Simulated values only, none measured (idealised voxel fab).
A process module follows: voxel gate over fins.
The width of the displayed cross-section, cut, is 240 nm; its cells are square, with a size of 5 nm.
Notation: cross-section as square-cell grid; stated in bands, top first, going down; one or more cell rows per band.
Band entry format. Leading values: height of top, height of bottom, nm. Remainder: materials in left-to-right order, each with its width in nm. Special words: "edge to edge" on a single material, which then fills the band edge to edge; "blank", empty space.
Heights are expressed relative to 0, this being the level below which the as-received wafer comprises one material exclusively. The lowest band is unbounded in the downward direction and is denoted as in "0 down".
A two-number width, for instance "30 to 40", indicates that the width is equal to the first number in the top row of the band and to the second number in the bottom row, and that it changes by a constant amount per row of cells.
Step note "remains unaltered" = no cross-section cell changed.
The entry "Sealed void inventory" lists the empty spaces that cover at least 8 cells and have no open path to the top. Each is written as width x height at distance, where the distance is measured from the left edge and all three values are in nm.
The remark found on a step's line after its settings is issued by the simulator itself and pertains to that step.
overlay nm: on a step with a mask, how far right of its planned place the mask lay; negative means left.

This section lists the process steps that were planned
1. RECEIVE, material Si
2. CONFORMAL_DEP, material SiN, thk nm 10
3. MASKED_ETCH, tone cover, mask id FINS, width nm 15, pitch nm 60, etch materials SiN, depth nm 10, overlay nm 0
4. MASKED_ETCH, tone cover, mask id FINS, width nm 15, pitch nm 60, etch materials Si, depth nm 40, overlay nm 0
5. FILL_DEP, material SiO2, thk nm 15
6. CMP, height nm 10
7. PATTERN, tone open, mask id RAIL, material resist, width nm 15, thk nm 15, overlay nm 0
8. DIRECTIONAL_ETCH, etch materials SiO2, depth nm 45
9. STRIP, etch materials resist
10. CONFORMAL_DEP, material TiN, thk nm 5
11. FILL_DEP, material W, thk nm 5
12. CMP, height nm 10
13. SELECTIVE_ETCH, etch materials W Ru TiN, depth nm 30
14. FILL_DEP, material SiO2, thk nm 5
15. CMP, height nm 10
16. SELECTIVE_ETCH, etch materials SiO2, depth nm 25
17. STRIP, etch materials SiN
18. CONFORMAL_DEP, material HfO2, thk nm 5
19. CONFORMAL_DEP, material TiN, thk nm 5
20. FILL_DEP, material W, thk nm 10
21. CMP, height nm 15
22. CONFORMAL_DEP, material SiN, thk nm 10

Wafer cross-section on receipt, i.e. after step 1
> 0 down = Si edge to edge
> Sealed void inventory: none

Result of the module, cross-sectioned: start per above, plan per above, one error in how it was run
> 25 to 15 = SiN edge to edge
> 15 to 10 = W edge to edge
> 10 to 5 = 70 of W; 35 of TiN; 25 of W; 35 of TiN; 75 of W
> 5 to 0 = 70 of W; 5 of TiN; 25 of HfO2; 5 of TiN; 25 of W; 5 of TiN; 25 of HfO2; 5 of TiN; 75 of W
> 0 to -5 = 70 of W; 5 of TiN; 5 of HfO2; 15 of Si; 5 of HfO2; 5 of TiN; 25 of W; 5 of TiN; 5 of HfO2; 15 of Si; 5 of HfO2; 5 of TiN; 75 of W
> -5 to -10 = 75 of TiN; 5 of HfO2; 15 of Si; 5 of HfO2; 35 of TiN; 5 of HfO2; 15 of Si; 5 of HfO2; 80 of TiN
> -10 to -15 = 80 of HfO2; 15 of Si; 45 of HfO2; 15 of Si; 85 of HfO2
> -15 to -20 = 80 of SiO2; 15 of Si; 45 of SiO2; 15 of Si; 85 of SiO2
> -20 to -30 = 80 of SiO2; 15 of Si; 25 of SiO2; 5 of TiN; 5 of W; 5 of TiN; 5 of SiO2; 15 of Si; 85 of SiO2
> -30 to -35 = 80 of SiO2; 15 of Si; 25 of SiO2; 15 of TiN; 5 of SiO2; 15 of Si; 85 of SiO2
> -35 to -40 = 80 of SiO2; 15 of Si; 45 of SiO2; 15 of Si; 85 of SiO2
> -40 down = Si edge to edge
> Sealed void inventory: none
So what did we get wrong on this run? step 7 was run on a setting that differed from the plan, and what really ran there is PATTERN, tone open, mask id RAIL, material resist, width nm 15, thk nm 15, overlay nm 10
